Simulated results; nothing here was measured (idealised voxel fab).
process module | voxel spacer lines
cross-section cut | 175 nm wide | cells 5 nm
A cross-section is a grid of square cells, given in bands from the top down. A band is one or more rows of cells.
Each band's line starts with the height of the band's top and of its bottom, in nm. Then come its materials from left to right, each with its width in nm. One material with "throughout" fills the band from edge to edge. "air" is empty space.
Height 0 is the level under which the wafer as received is all one material. The lowest band goes on downwards, as in "0 down".
A width such as "30 to 40" changes by the same amount from each row of cells to the next, from the band's top row to its bottom row.
"no change" after a step means that no cell of the cross-section changed.
closed voids: empty space of 8 cells or more with no open way to the top, each as width x height at its distance from the left edge, in nm
after a step's settings: what the simulator itself notes on the step
overlay nm, on a step with a mask: how far to the right of its planned place the mask lay; to the left if negative
plan
1 op RECEIVE | material Si
2 op CONFORMAL_DEP | material Al2O3 | thk nm 10
3 op DIRECTIONAL_DEP | material W | thk nm 15
4 op DIRECTIONAL_DEP | material polySi | thk nm 30
5 op PATTERN | tone cover | mask id MANDREL | material resist | width nm 15 | pitch nm 50 | thk nm 35 | overlay nm 0
6 op DIRECTIONAL_ETCH | etch materials polySi | depth nm 30
7 op STRIP | etch materials resist
8 op CONFORMAL_DEP | material SiO2 | thk nm 10
9 op DIRECTIONAL_ETCH | etch materials SiO2 | depth nm 10
10 op STRIP | etch materials polySi
11 op DIRECTIONAL_ETCH | etch materials W | depth nm 15
12 op STRIP | etch materials SiO2
13 op FILL_DEP | material lowk | thk nm 10
14 op CMP | height nm 25
as received, after step 1
  0 down: Si throughout
  closed voids: none
a wafer at the end: this start, this plan, one mistake
  25 to 15: lowk 20 | W 10 | lowk 15 | W 10 | lowk 15 | W 10 | lowk 15 | W 10 | lowk 15 | W 10 | lowk 15 | W 10 | lowk 20
  15 to 0: Al2O3 throughout
  0 down: Si throughout
  closed voids: none
what went wrong: step 2 ran as: op CONFORMAL_DEP | material Al2O3 | thk nm 15
